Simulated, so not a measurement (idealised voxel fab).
process module | voxel self aligned vias
cross-section cut | 270 nm wide | cells 5 nm
A cross-section is a grid of square cells, given in bands from the top down. A band is one or more rows of cells.
Each band's line starts with the height of the band's top and of its bottom, in nm. Then come its materials from left to right, each with its width in nm. One material with "throughout" fills the band from edge to edge. "air" is empty space.
Height 0 is the level under which the wafer as received is all one material. The lowest band goes on downwards, as in "0 down".
A width such as "30 to 40" changes by the same amount from each row of cells to the next, from the band's top row to its bottom row.
"no change" after a step means that no cell of the cross-section changed.
closed voids: empty space of 8 cells or more with no open way to the top, each as width x height at its distance from the left edge, in nm
after a step's settings: what the simulator itself notes on the step
overlay nm, on a step with a mask: how far to the right of its planned place the mask lay; to the left if negative
plan
1 op RECEIVE | material Si
2 op CONFORMAL_DEP | material SiO2 | thk nm 10
3 op CONFORMAL_DEP | material SiCN | thk nm 5
4 op DIRECTIONAL_DEP | material SiO2 | thk nm 30
5 op PATTERN | tone open | mask id LINES | material resist | width nm 25 | pitch nm 65 | thk nm 20 | overlay nm 0
6 op DIRECTIONAL_ETCH | etch materials SiO2 | depth nm 30
7 op STRIP | etch materials resist
8 op CONFORMAL_DEP | material TiN | thk nm 5
9 op FILL_DEP | material W | thk nm 10
10 op CMP | height nm 45
11 op SELECTIVE_ETCH | etch materials W Ru TiN | depth nm 5
12 op FILL_DEP | material SiN | thk nm 5
13 op CMP | height nm 45
14 op DIRECTIONAL_DEP | material SiO2 | thk nm 20
15 op MASKED_ETCH | tone open | mask id VIAS | width nm 35 | pitch nm 65 | etch materials SiO2 | depth nm 20 | overlay nm 0
16 op MASKED_ETCH | tone open | mask id VIAS | width nm 35 | pitch nm 65 | etch materials SiN | depth nm 5 | overlay nm 0
17 op CONFORMAL_DEP | material TiN | thk nm 5
18 op FILL_DEP | material Cu | thk nm 10
19 op CMP | height nm 65
20 op CONFORMAL_DEP | material SiCN | thk nm 5
as received, after step 1
  0 down: Si throughout
  closed voids: none
first wafer at the end, as planned
  70 to 65: SiCN throughout
  65 to 50: SiO2 50 | TiN 5 | Cu 25 | TiN 5 | SiO2 30 | TiN 5 | Cu 25 | TiN 5 | SiO2 30 | TiN 5 | Cu 25 | TiN 5 | SiO2 55
  50 to 45: SiO2 50 | TiN 10 | Cu 15 | TiN 10 | SiO2 30 | TiN 10 | Cu 15 | TiN 10 | SiO2 30 | TiN 10 | Cu 15 | TiN 10 | SiO2 55
  45 to 40: SiO2 55 | TiN 25 | SiO2 40 | TiN 25 | SiO2 40 | TiN 25 | SiO2 60
  40 to 20: SiO2 55 | TiN 5 | W 15 | TiN 5 | SiO2 40 | TiN 5 | W 15 | TiN 5 | SiO2 40 | TiN 5 | W 15 | TiN 5 | SiO2 60
  20 to 15: SiO2 55 | TiN 25 | SiO2 40 | TiN 25 | SiO2 40 | TiN 25 | SiO2 60
  15 to 10: SiCN throughout
  10 to 0: SiO2 throughout
  0 down: Si throughout
  closed voids: none
second wafer at the end: like start, like plan, one mistake
  70 to 65: SiCN throughout
  65 to 45: Ru throughout
  45 to 40: SiO2 55 | SiN 25 | SiO2 40 | SiN 25 | SiO2 40 | SiN 25 | SiO2 60
  40 to 20: SiO2 55 | TiN 5 | W 15 | TiN 5 | SiO2 40 | TiN 5 | W 15 | TiN 5 | SiO2 40 | TiN 5 | W 15 | TiN 5 | SiO2 60
  20 to 15: SiO2 55 | TiN 25 | SiO2 40 | TiN 25 | SiO2 40 | TiN 25 | SiO2 60
  15 to 10: SiCN throughout
  10 to 0: SiO2 throughout
  0 down: Si throughout
  closed voids: none
what went wrong: step 14 ran as: op DIRECTIONAL_DEP | material Ru | thk nm 20
at the end the second wafer has, in cells: 54 fewer of Cu | 216 more of Ru | 15 more of SiN | 132 fewer of SiO2 | 45 fewer of TiN
